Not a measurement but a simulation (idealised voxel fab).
process module | voxel tone inversion
cross-section cut | 280 nm wide | cells 5 nm
A cross-section is a grid of square cells, given in bands from the top down. A band is one or more rows of cells.
Each band's line starts with the height of the band's top and of its bottom, in nm. Then come its materials from left to right, each with its width in nm. One material with "throughout" fills the band from edge to edge. "air" is empty space.
Height 0 is the level under which the wafer as received is all one material. The lowest band goes on downwards, as in "0 down".
A width such as "30 to 40" changes by the same amount from each row of cells to the next, from the band's top row to its bottom row.
"no change" after a step means that no cell of the cross-section changed.
closed voids: empty space of 8 cells or more with no open way to the top, each as width x height at its distance from the left edge, in nm
after a step's settings: what the simulator itself notes on the step
overlay nm, on a step with a mask: how far to the right of its planned place the mask lay; to the left if negative
plan
1 op RECEIVE | material Si
2 op CONFORMAL_DEP | material SiN | thk nm 10
3 op DIRECTIONAL_DEP | material aC | thk nm 20
4 op PATTERN | tone cover | mask id POSTS | material resist | width nm 25 | pitch nm 40 | thk nm 25 | overlay nm 0
5 op DIRECTIONAL_ETCH | etch materials aC | depth nm 20
6 op STRIP | etch materials resist
7 op FILL_DEP | material lowk | thk nm 5
8 op CMP | height nm 30
9 op STRIP | etch materials aC
10 op CONFORMAL_DEP | material TiN | thk nm 5
11 op FILL_DEP | material Ru | thk nm 5
12 op CMP | height nm 30
13 op CONFORMAL_DEP | material SiN | thk nm 5
as received, after step 1
  0 down: Si throughout
  closed voids: none
a wafer at the end: this start, this plan, one mistake
  35 to 30: SiN throughout
  30 to 15: lowk 90 | TiN 5 | Ru 5 | TiN 5 | lowk 25 | TiN 5 | Ru 5 | TiN 5 | lowk 25 | TiN 5 | Ru 5 | TiN 5 | lowk 95
  15 to 10: lowk 90 | TiN 15 | lowk 25 | TiN 15 | lowk 25 | TiN 15 | lowk 95
  10 to 0: SiN throughout
  0 down: Si throughout
  closed voids: none
what went wrong: step 4 ran as: op PATTERN | tone cover | mask id POSTS | material resist | width nm 15 | pitch nm 40 | thk nm 25 | overlay nm 0
